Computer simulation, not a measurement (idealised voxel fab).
process module | voxel wiring stack
The figure presents cross-section cut, which has a width of 190 nm and is divided into square cells with an edge length of 5 nm.
Cross-sections here: square-cell grids, written as top-down lists of bands, a band being one or more rows of cells.
Top height, bottom height, nm. Materials left to right, width each, nm. Single material + "edge to edge" = fills band edge to edge. "empty" = empty.
Heights are measured from 0, the level below which the as-received wafer is all one material; the lowest band has no bottom and continues downward, written as in "0..down".
Quick explanation for "30..40": the width changes in equal steps down the rows of cells, from the first number in the band's top row to the second number in its bottom row.
"no modification" for a step: no cell of the cross-section changed in that step.
Look at "Voids, fully enclosed" for the closed voids: empty spaces with no open path to the top, sized 8 cells or up. Each is width x height at distance, distance from the left edge, all nm.
It should be noted that, on the line of a given step, the content following the step's settings is a remark produced by the simulator itself with respect to that step.
If you see "overlay nm" on a step's line and that step has a mask, it's telling you how far right of where it was planned the mask ended up; a negative number means it went left instead.

## Listed below are the process steps as planned
1: RECEIVE: material Si
2: CONFORMAL_DEP: material SiO2, thk nm 10
3: CONFORMAL_DEP: material SiCN, thk nm 5
4: DIRECTIONAL_DEP: material SiO2, thk nm 20
5: DIRECTIONAL_DEP: material aC, thk nm 10
6: PATTERN: tone open, mask id METAL_1, material resist, width nm 20, pitch nm 40, thk nm 30, overlay nm 0
7: DIRECTIONAL_ETCH: etch materials aC, depth nm 10
8: STRIP: etch materials resist
9: DIRECTIONAL_ETCH: etch materials SiO2, depth nm 20
10: DIRECTIONAL_ETCH: etch materials SiCN, depth nm 5
11: STRIP: etch materials aC
12: CONFORMAL_DEP: material TiN, thk nm 5
13: FILL_DEP: material Cu, thk nm 5
14: CMP: height nm 35
15: CONFORMAL_DEP: material SiCN, thk nm 5
16: DIRECTIONAL_DEP: material SiO2, thk nm 30
17: DIRECTIONAL_DEP: material aC, thk nm 10
18: PATTERN: tone open, mask id METAL_2, material resist, width nm 20, pitch nm 40, thk nm 30, overlay nm 0
19: DIRECTIONAL_ETCH: etch materials aC, depth nm 10
20: STRIP: etch materials resist
21: DIRECTIONAL_ETCH: etch materials SiO2, depth nm 15
22: STRIP: etch materials aC
23: PATTERN: tone open, mask id METAL_2_HOLES, material resist, width nm 15, pitch nm 80, thk nm 20, overlay nm 0
24: DIRECTIONAL_ETCH: etch materials SiO2, depth nm 15
25: DIRECTIONAL_ETCH: etch materials SiCN, depth nm 5
26: STRIP: etch materials resist
27: CONFORMAL_DEP: material TiN, thk nm 5
28: FILL_DEP: material Ru, thk nm 10
29: CMP: height nm 70
30: CONFORMAL_DEP: material SiN, thk nm 5

## Cross-section of the wafer as it came to us, i.e., already through step 1
  0..down | Si edge to edge
  Voids, fully enclosed: none

## The plan above was carried out on the starting structure above with one mistake, and this cross-section shows the wafer at the end of the module
  75..70 | SiN edge to edge
  70..60 | 25 of SiO2, 5 of aC, 10 of Ru, 5 of aC, 20 of SiO2, 5 of aC, 10 of Ru, 5 of aC, 20 of SiO2, 5 of aC, 10 of Ru, 5 of aC, 20 of SiO2, 5 of aC, 10 of Ru, 5 of aC, 25 of SiO2
  60..55 | 25 of SiO2, 5 of aC, 5 of Ru, 10 of aC, 20 of SiO2, 20 of aC, 20 of SiO2, 5 of aC, 5 of Ru, 10 of aC, 20 of SiO2, 20 of aC, 25 of SiO2
  55..40 | 25 of SiO2, 5 of aC, 5 of Ru, 5 of aC, 65 of SiO2, 5 of aC, 5 of Ru, 5 of aC, 70 of SiO2
  40..35 | 25 of SiCN, 15 of aC, 65 of SiCN, 15 of aC, 70 of SiCN
  35..15 | 25 of SiO2, 5 of TiN, 10 of Cu, 5 of TiN, 20 of SiO2, 5 of TiN, 10 of Cu, 5 of TiN, 20 of SiO2, 5 of TiN, 10 of Cu, 5 of TiN, 20 of SiO2, 5 of TiN, 10 of Cu, 5 of TiN, 25 of SiO2
  15..10 | 25 of SiCN, 20 of TiN, 20 of SiCN, 20 of TiN, 20 of SiCN, 20 of TiN, 20 of SiCN, 20 of TiN, 25 of SiCN
  10..0 | SiO2 edge to edge
  0..down | Si edge to edge
  Voids, fully enclosed: none
What went wrong in running the wafer? in deviation from the planned setting, step 27 was conducted as CONFORMAL_DEP: material aC, thk nm 5
